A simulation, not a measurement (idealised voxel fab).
process module | voxel fin reveal
cross-section cut | 260 nm wide | cells 5 nm
A cross-section is a grid of square cells, given in bands from the top down. A band is one or more rows of cells.
Each band's line starts with the height of the band's top and of its bottom, in nm. Then come its materials from left to right, each with its width in nm. One material with "throughout" fills the band from edge to edge. "air" is empty space.
Height 0 is the level under which the wafer as received is all one material. The lowest band goes on downwards, as in "0 down".
A width such as "30 to 40" changes by the same amount from each row of cells to the next, from the band's top row to its bottom row.
"no change" after a step means that no cell of the cross-section changed.
closed voids: empty space of 8 cells or more with no open way to the top, each as width x height at its distance from the left edge, in nm
after a step's settings: what the simulator itself notes on the step
overlay nm, on a step with a mask: how far to the right of its planned place the mask lay; to the left if negative
plan
1 op RECEIVE | material Si
2 op CONFORMAL_DEP | material SiN | thk nm 5
3 op PATTERN | tone cover | mask id FINS | material resist | width nm 15 | pitch nm 40 | thk nm 20 | overlay nm -15
4 op DIRECTIONAL_ETCH | etch materials SiN | depth nm 5
5 op DIRECTIONAL_ETCH | etch materials Si | depth nm 30
6 op STRIP | etch materials resist
7 op OXIDIZE | depth nm 5
8 op FILL_DEP | material SiO2 | thk nm 15
9 op CMP | height nm 5
10 op SELECTIVE_ETCH | etch materials SiO2 | depth nm 15
11 op STRIP | etch materials SiN
12 op CONFORMAL_DEP | material HfO2 | thk nm 5
varied across the wafers: overlay nm of step 3. The plan shows the first wafer's value. All wafers start alike
first wafer as received, after step 1
  0 down: Si throughout
  closed voids: none
each wafer at the end: cells of each material gained (+) or lost (-) since it was received, then its closed voids
overlay nm -15 | +64 HfO2 | -343 Si | +245 SiO2 | closed voids: none
overlay nm -10 | +64 HfO2 | -343 Si | +245 SiO2 | closed voids: none
overlay nm -5 | +64 HfO2 | -343 Si | +245 SiO2 | closed voids: none
overlay nm 0 | +64 HfO2 | -343 Si | +245 SiO2 | closed voids: none
overlay nm 5 | +64 HfO2 | -343 Si | +245 SiO2 | closed voids: none
overlay nm 10 | +64 HfO2 | -343 Si | +245 SiO2 | closed voids: none
overlay nm 15 | +64 HfO2 | -343 Si | +245 SiO2 | closed voids: none
